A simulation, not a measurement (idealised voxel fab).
process module | voxel wiring stack
cross-section cut | 170 nm wide | cells 5 nm
A cross-section is a grid of square cells, given in bands from the top down. A band is one or more rows of cells.
Each band's line starts with the height of the band's top and of its bottom, in nm. Then come its materials from left to right, each with its width in nm. One material with "throughout" fills the band from edge to edge. "air" is empty space.
Height 0 is the level under which the wafer as received is all one material. The lowest band goes on downwards, as in "0 down".
A width such as "30 to 40" changes by the same amount from each row of cells to the next, from the band's top row to its bottom row.
"no change" after a step means that no cell of the cross-section changed.
closed voids: empty space of 8 cells or more with no open way to the top, each as width x height at its distance from the left edge, in nm
after a step's settings: what the simulator itself notes on the step
overlay nm, on a step with a mask: how far to the right of its planned place the mask lay; to the left if negative
plan
1 op RECEIVE | material Si
2 op CONFORMAL_DEP | material SiO2 | thk nm 15
3 op CONFORMAL_DEP | material SiCN | thk nm 5
4 op DIRECTIONAL_DEP | material lowk | thk nm 25
5 op MASKED_ETCH | tone open | mask id METAL_1 | width nm 25 | pitch nm 55 | etch materials lowk | depth nm 25 | overlay nm 0
6 op MASKED_ETCH | tone open | mask id METAL_1 | width nm 25 | pitch nm 55 | etch materials SiCN | depth nm 5 | overlay nm 0
7 op CONFORMAL_DEP | material TiN | thk nm 5
8 op FILL_DEP | material Ru | thk nm 10
9 op CMP | height nm 45
10 op CONFORMAL_DEP | material SiCN | thk nm 5
11 op DIRECTIONAL_DEP | material SiO2 | thk nm 35
12 op PATTERN | tone open | mask id METAL_2_HOLES | material resist | width nm 15 | pitch nm 55 | thk nm 15 | overlay nm 0
13 op DIRECTIONAL_ETCH | etch materials SiO2 | depth nm 35
14 op STRIP | etch materials resist
15 op DIRECTIONAL_DEP | material aC | thk nm 10
16 op PATTERN | tone open | mask id METAL_2 | material resist | width nm 25 | pitch nm 55 | thk nm 30 | overlay nm 0
17 op DIRECTIONAL_ETCH | etch materials aC | depth nm 10
18 op STRIP | etch materials resist
19 op DIRECTIONAL_ETCH | etch materials SiO2 | depth nm 20
20 op DIRECTIONAL_ETCH | etch materials SiCN | depth nm 5
21 op STRIP | etch materials aC
22 op CONFORMAL_DEP | material TiN | thk nm 5
23 op FILL_DEP | material Cu | thk nm 5
24 op CMP | height nm 85
25 op CONFORMAL_DEP | material SiCN | thk nm 5
first wafer, as planned
as received, after step 1
  0 down: Si throughout
  closed voids: none
after step 2
  15 to 0: SiO2 throughout
  below 0: unchanged
after step 3
  20 to 15: SiCN throughout
  below 15: unchanged
after step 4
  45 to 20: lowk throughout
  below 20: unchanged
after step 5
  45 to 20: lowk 15 | air 25 | lowk 30 | air 25 | lowk 30 | air 25 | lowk 20
  below 20: unchanged
after step 6
  45 to 20: lowk 15 | air 25 | lowk 30 | air 25 | lowk 30 | air 25 | lowk 20
  20 to 15: SiCN 15 | air 25 | SiCN 30 | air 25 | SiCN 30 | air 25 | SiCN 20
  below 15: unchanged
after step 7
  50 to 45: TiN 20 | air 15 | TiN 40 | air 15 | TiN 40 | air 15 | TiN 25
  45 to 20: lowk 15 | TiN 5 | air 15 | TiN 5 | lowk 30 | TiN 5 | air 15 | TiN 5 | lowk 30 | TiN 5 | air 15 | TiN 5 | lowk 20
  20 to 15: SiCN 15 | TiN 25 | SiCN 30 | TiN 25 | SiCN 30 | TiN 25 | SiCN 20
  below 15: unchanged
after step 8
  60 to 50: Ru throughout
  50 to 45: TiN 20 | Ru 15 | TiN 40 | Ru 15 | TiN 40 | Ru 15 | TiN 25
  45 to 20: lowk 15 | TiN 5 | Ru 15 | TiN 5 | lowk 30 | TiN 5 | Ru 15 | TiN 5 | lowk 30 | TiN 5 | Ru 15 | TiN 5 | lowk 20
  below 20: unchanged
after step 9
  45 to 20: lowk 15 | TiN 5 | Ru 15 | TiN 5 | lowk 30 | TiN 5 | Ru 15 | TiN 5 | lowk 30 | TiN 5 | Ru 15 | TiN 5 | lowk 20
  below 20: unchanged
after step 10
  50 to 45: SiCN throughout
  below 45: unchanged
after step 11
  85 to 50: SiO2 throughout
  below 50: unchanged
after step 12
  100 to 85: resist 15 | air 15 | resist 40 | air 15 | resist 40 | air 15 | resist 30
  below 85: unchanged
after step 13
  100 to 85: resist 15 | air 15 | resist 40 | air 15 | resist 40 | air 15 | resist 30
  85 to 50: SiO2 15 | air 15 | SiO2 40 | air 15 | SiO2 40 | air 15 | SiO2 30
  below 50: unchanged
after step 14
  85 to 50: SiO2 15 | air 15 | SiO2 40 | air 15 | SiO2 40 | air 15 | SiO2 30
  below 50: unchanged
after step 15
  95 to 85: aC 15 | air 15 | aC 40 | air 15 | aC 40 | air 15 | aC 30
  85 to 60: SiO2 15 | air 15 | SiO2 40 | air 15 | SiO2 40 | air 15 | SiO2 30
  60 to 50: SiO2 15 | aC 15 | SiO2 40 | aC 15 | SiO2 40 | aC 15 | SiO2 30
  below 50: unchanged
after step 16
  125 to 95: resist 15 | air 25 | resist 30 | air 25 | resist 30 | air 25 | resist 20
  below 95: unchanged
after step 17
  115 to 95: resist 15 | air 25 | resist 30 | air 25 | resist 30 | air 25 | resist 20
  95 to 85: aC 15 | air 25 | aC 30 | air 25 | aC 30 | air 25 | aC 20
  85 to 50: SiO2 15 | air 15 | SiO2 40 | air 15 | SiO2 40 | air 15 | SiO2 30
  below 50: unchanged
after step 18
  95 to 85: aC 15 | air 25 | aC 30 | air 25 | aC 30 | air 25 | aC 20
  below 85: unchanged
after step 19
  95 to 85: aC 15 | air 25 | aC 30 | air 25 | aC 30 | air 25 | aC 20
  85 to 65: SiO2 15 | air 25 | SiO2 30 | air 25 | SiO2 30 | air 25 | SiO2 20
  below 65: unchanged
after step 20
  95 to 85: aC 15 | air 25 | aC 30 | air 25 | aC 30 | air 25 | aC 20
  85 to 65: SiO2 15 | air 25 | SiO2 30 | air 25 | SiO2 30 | air 25 | SiO2 20
  65 to 50: SiO2 15 | air 15 | SiO2 40 | air 15 | SiO2 40 | air 15 | SiO2 30
  50 to 45: SiCN 15 | air 15 | SiCN 40 | air 15 | SiCN 40 | air 15 | SiCN 30
  below 45: unchanged
after step 21
  85 to 65: SiO2 15 | air 25 | SiO2 30 | air 25 | SiO2 30 | air 25 | SiO2 20
  below 65: unchanged
after step 22
  90 to 85: TiN 20 | air 15 | TiN 40 | air 15 | TiN 40 | air 15 | TiN 25
  85 to 70: SiO2 15 | TiN 5 | air 15 | TiN 5 | SiO2 30 | TiN 5 | air 15 | TiN 5 | SiO2 30 | TiN 5 | air 15 | TiN 5 | SiO2 20
  70 to 65: SiO2 15 | TiN 5 | air 5 | TiN 15 | SiO2 30 | TiN 5 | air 5 | TiN 15 | SiO2 30 | TiN 5 | air 5 | TiN 15 | SiO2 20
  65 to 50: SiO2 15 | TiN 5 | air 5 | TiN 5 | SiO2 40 | TiN 5 | air 5 | TiN 5 | SiO2 40 | TiN 5 | air 5 | TiN 5 | SiO2 30
  50 to 45: SiCN 15 | TiN 15 | SiCN 40 | TiN 15 | SiCN 40 | TiN 15 | SiCN 30
  below 45: unchanged
after step 23
  95 to 90: Cu throughout
  90 to 85: TiN 20 | Cu 15 | TiN 40 | Cu 15 | TiN 40 | Cu 15 | TiN 25
  85 to 70: SiO2 15 | TiN 5 | Cu 15 | TiN 5 | SiO2 30 | TiN 5 | Cu 15 | TiN 5 | SiO2 30 | TiN 5 | Cu 15 | TiN 5 | SiO2 20
  70 to 65: SiO2 15 | TiN 5 | Cu 5 | TiN 15 | SiO2 30 | TiN 5 | Cu 5 | TiN 15 | SiO2 30 | TiN 5 | Cu 5 | TiN 15 | SiO2 20
  65 to 50: SiO2 15 | TiN 5 | Cu 5 | TiN 5 | SiO2 40 | TiN 5 | Cu 5 | TiN 5 | SiO2 40 | TiN 5 | Cu 5 | TiN 5 | SiO2 30
  below 50: unchanged
after step 24
  85 to 70: SiO2 15 | TiN 5 | Cu 15 | TiN 5 | SiO2 30 | TiN 5 | Cu 15 | TiN 5 | SiO2 30 | TiN 5 | Cu 15 | TiN 5 | SiO2 20
  below 70: unchanged
after step 25
  90 to 85: SiCN throughout
  below 85: unchanged
second wafer: like start, like plan, one mistake. Through step 1 it matches the first wafer
when step 2 should have ended
  30 to 0: SiO2 throughout
  below 0: unchanged
when step 3 should have ended
  35 to 30: SiCN throughout
  below 30: unchanged
when step 4 should have ended
  60 to 35: lowk throughout
  below 35: unchanged
when step 5 should have ended
  60 to 35: lowk 15 | air 25 | lowk 30 | air 25 | lowk 30 | air 25 | lowk 20
  below 35: unchanged
when step 6 should have ended
  60 to 35: lowk 15 | air 25 | lowk 30 | air 25 | lowk 30 | air 25 | lowk 20
  35 to 30: SiCN 15 | air 25 | SiCN 30 | air 25 | SiCN 30 | air 25 | SiCN 20
  below 30: unchanged
when step 7 should have ended
  65 to 60: TiN 20 | air 15 | TiN 40 | air 15 | TiN 40 | air 15 | TiN 25
  60 to 35: lowk 15 | TiN 5 | air 15 | TiN 5 | lowk 30 | TiN 5 | air 15 | TiN 5 | lowk 30 | TiN 5 | air 15 | TiN 5 | lowk 20
  35 to 30: SiCN 15 | TiN 25 | SiCN 30 | TiN 25 | SiCN 30 | TiN 25 | SiCN 20
  below 30: unchanged
when step 8 should have ended
  75 to 65: Ru throughout
  65 to 60: TiN 20 | Ru 15 | TiN 40 | Ru 15 | TiN 40 | Ru 15 | TiN 25
  60 to 35: lowk 15 | TiN 5 | Ru 15 | TiN 5 | lowk 30 | TiN 5 | Ru 15 | TiN 5 | lowk 30 | TiN 5 | Ru 15 | TiN 5 | lowk 20
  below 35: unchanged
when step 9 should have ended
  45 to 35: lowk 15 | TiN 5 | Ru 15 | TiN 5 | lowk 30 | TiN 5 | Ru 15 | TiN 5 | lowk 30 | TiN 5 | Ru 15 | TiN 5 | lowk 20
  below 35: unchanged
when step 10 should have ended
  50 to 45: SiCN throughout
  below 45: unchanged
when step 11 should have ended
  85 to 50: SiO2 throughout
  below 50: unchanged
when step 12 should have ended
  100 to 85: resist 15 | air 15 | resist 40 | air 15 | resist 40 | air 15 | resist 30
  below 85: unchanged
when step 13 should have ended
  100 to 85: resist 15 | air 15 | resist 40 | air 15 | resist 40 | air 15 | resist 30
  85 to 50: SiO2 15 | air 15 | SiO2 40 | air 15 | SiO2 40 | air 15 | SiO2 30
  below 50: unchanged
when step 14 should have ended
  85 to 50: SiO2 15 | air 15 | SiO2 40 | air 15 | SiO2 40 | air 15 | SiO2 30
  below 50: unchanged
when step 15 should have ended
  95 to 85: aC 15 | air 15 | aC 40 | air 15 | aC 40 | air 15 | aC 30
  85 to 60: SiO2 15 | air 15 | SiO2 40 | air 15 | SiO2 40 | air 15 | SiO2 30
  60 to 50: SiO2 15 | aC 15 | SiO2 40 | aC 15 | SiO2 40 | aC 15 | SiO2 30
  below 50: unchanged
when step 16 should have ended
  125 to 95: resist 15 | air 25 | resist 30 | air 25 | resist 30 | air 25 | resist 20
  below 95: unchanged
when step 17 should have ended
  115 to 95: resist 15 | air 25 | resist 30 | air 25 | resist 30 | air 25 | resist 20
  95 to 85: aC 15 | air 25 | aC 30 | air 25 | aC 30 | air 25 | aC 20
  85 to 50: SiO2 15 | air 15 | SiO2 40 | air 15 | SiO2 40 | air 15 | SiO2 30
  below 50: unchanged
when step 18 should have ended
  95 to 85: aC 15 | air 25 | aC 30 | air 25 | aC 30 | air 25 | aC 20
  below 85: unchanged
when step 19 should have ended
  95 to 85: aC 15 | air 25 | aC 30 | air 25 | aC 30 | air 25 | aC 20
  85 to 65: SiO2 15 | air 25 | SiO2 30 | air 25 | SiO2 30 | air 25 | SiO2 20
  below 65: unchanged
when step 20 should have ended
  95 to 85: aC 15 | air 25 | aC 30 | air 25 | aC 30 | air 25 | aC 20
  85 to 65: SiO2 15 | air 25 | SiO2 30 | air 25 | SiO2 30 | air 25 | SiO2 20
  65 to 50: SiO2 15 | air 15 | SiO2 40 | air 15 | SiO2 40 | air 15 | SiO2 30
  50 to 45: SiCN 15 | air 15 | SiCN 40 | air 15 | SiCN 40 | air 15 | SiCN 30
  below 45: unchanged
when step 21 should have ended
  85 to 65: SiO2 15 | air 25 | SiO2 30 | air 25 | SiO2 30 | air 25 | SiO2 20
  below 65: unchanged
when step 22 should have ended
  90 to 85: TiN 20 | air 15 | TiN 40 | air 15 | TiN 40 | air 15 | TiN 25
  85 to 70: SiO2 15 | TiN 5 | air 15 | TiN 5 | SiO2 30 | TiN 5 | air 15 | TiN 5 | SiO2 30 | TiN 5 | air 15 | TiN 5 | SiO2 20
  70 to 65: SiO2 15 | TiN 5 | air 5 | TiN 15 | SiO2 30 | TiN 5 | air 5 | TiN 15 | SiO2 30 | TiN 5 | air 5 | TiN 15 | SiO2 20
  65 to 50: SiO2 15 | TiN 5 | air 5 | TiN 5 | SiO2 40 | TiN 5 | air 5 | TiN 5 | SiO2 40 | TiN 5 | air 5 | TiN 5 | SiO2 30
  50 to 45: SiCN 15 | TiN 15 | SiCN 40 | TiN 15 | SiCN 40 | TiN 15 | SiCN 30
  below 45: unchanged
when step 23 should have ended
  95 to 90: Cu throughout
  90 to 85: TiN 20 | Cu 15 | TiN 40 | Cu 15 | TiN 40 | Cu 15 | TiN 25
  85 to 70: SiO2 15 | TiN 5 | Cu 15 | TiN 5 | SiO2 30 | TiN 5 | Cu 15 | TiN 5 | SiO2 30 | TiN 5 | Cu 15 | TiN 5 | SiO2 20
  70 to 65: SiO2 15 | TiN 5 | Cu 5 | TiN 15 | SiO2 30 | TiN 5 | Cu 5 | TiN 15 | SiO2 30 | TiN 5 | Cu 5 | TiN 15 | SiO2 20
  65 to 50: SiO2 15 | TiN 5 | Cu 5 | TiN 5 | SiO2 40 | TiN 5 | Cu 5 | TiN 5 | SiO2 40 | TiN 5 | Cu 5 | TiN 5 | SiO2 30
  below 50: unchanged
when step 24 should have ended
  85 to 70: SiO2 15 | TiN 5 | Cu 15 | TiN 5 | SiO2 30 | TiN 5 | Cu 15 | TiN 5 | SiO2 30 | TiN 5 | Cu 15 | TiN 5 | SiO2 20
  below 70: unchanged
when step 25 should have ended
  90 to 85: SiCN throughout
  below 85: unchanged
what went wrong: step 2 was run twice
at the end the second wafer has, in cells: 27 fewer of Ru | 102 more of SiO2 | 18 fewer of TiN | 57 fewer of lowk
